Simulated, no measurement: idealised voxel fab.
Process module in this document: voxel trench capacitor
Pictured: cross-section cut, 150 nm wide, on a grid of 5 nm square cells.
Cross-section format: a grid of square cells, given as bands from top to bottom; each band is one or more rows of cells.
For a band, the entry starts with two heights in nm, that of the top and then that of the bottom, and carries on with the band's materials in order from left to right, each alongside its width in nm; the word "everywhere" beside a single material means it fills the band edge to edge, and "air" means empty space.
Basically, 0 is our baseline, since under it the wafer straight out of the box is all one material. The bottom band has no lower end and keeps on going down, so it looks like "0 down".
It should be noted that a width expressed as "30 to 40" varies in equal increments from row to row of cells within the band, taking the value of the first number at the top row and that of the second number at the bottom row.
Given "identical to before" for a step, no cell of the cross-section differs between before and after that step.
The list in "Enclosed internal cavities" covers empty spaces of 8 cells or more that cannot reach the top through any open way, and it gives each as width x height at distance; the distance is from the left edge, and width, height and distance are in nm.
The remark found on a step's line after its settings is issued by the simulator itself and pertains to that step.
The setting "overlay nm" may be written on the line of a step. When the step uses a mask, the value reports how far to the right of the planned place the mask lay, and a negative value reports that it lay to the left.

## Below is the list of planned process steps
step 1: RECEIVE [material Si]
step 2: CONFORMAL_DEP [material SiN] [thk nm 5]
step 3: PATTERN [tone open] [mask id TRENCH] [material resist] [width nm 20] [pitch nm 40] [thk nm 15] [overlay nm 0]
step 4: DIRECTIONAL_ETCH [etch materials SiN] [depth nm 5]
step 5: DIRECTIONAL_ETCH [etch materials Si] [depth nm 35]
step 6: STRIP [etch materials resist]
step 7: CONFORMAL_DEP [material SiO2] [thk nm 5]
step 8: FILL_DEP [material polySi] [thk nm 5]
step 9: CMP [height nm 5]

## Cross-section, incoming material, after step 1
* 0 down = Si everywhere
* Enclosed internal cavities: none

## Wafer cross-section at module end: first of two, run to plan
* 5 to 0 = SiN=25  SiO2=5  polySi=10  SiO2=5  SiN=20  SiO2=5  polySi=10  SiO2=5  SiN=20  SiO2=5  polySi=10  SiO2=5  SiN=25
* 0 to -30 = Si=25  SiO2=5  polySi=10  SiO2=5  Si=20  SiO2=5  polySi=10  SiO2=5  Si=20  SiO2=5  polySi=10  SiO2=5  Si=25
* -30 to -35 = Si=25  SiO2=20  Si=20  SiO2=20  Si=20  SiO2=20  Si=25
* -35 down = Si everywhere
* Enclosed internal cavities: none

## Now the second wafer, cross-sectioned at the end of the module. Nothing different at the start, nothing different in the plan compared with the first, just one mistake when it was actually run
* 5 to 0 = SiN=25  SiO2=5  polySi=15  SiO2=5  SiN=15  SiO2=5  polySi=15  SiO2=5  SiN=15  SiO2=5  polySi=15  SiO2=5  SiN=20
* 0 to -30 = Si=25  SiO2=5  polySi=15  SiO2=5  Si=15  SiO2=5  polySi=15  SiO2=5  Si=15  SiO2=5  polySi=15  SiO2=5  Si=20
* -30 to -35 = Si=25  SiO2=25  Si=15  SiO2=25  Si=15  SiO2=25  Si=20
* -35 down = Si everywhere
* Enclosed internal cavities: none
What was done differently from what was planned? in deviation from the planned setting, step 3 was conducted as PATTERN [tone open] [mask id TRENCH] [material resist] [width nm 25] [pitch nm 40] [thk nm 15] [overlay nm 0]
Looking at both finished wafers in cells, the second ends up ahead of or behind the first on some materials: Si: 21 fewer | SiN: 3 fewer | SiO2: 3 more | polySi: 21 more
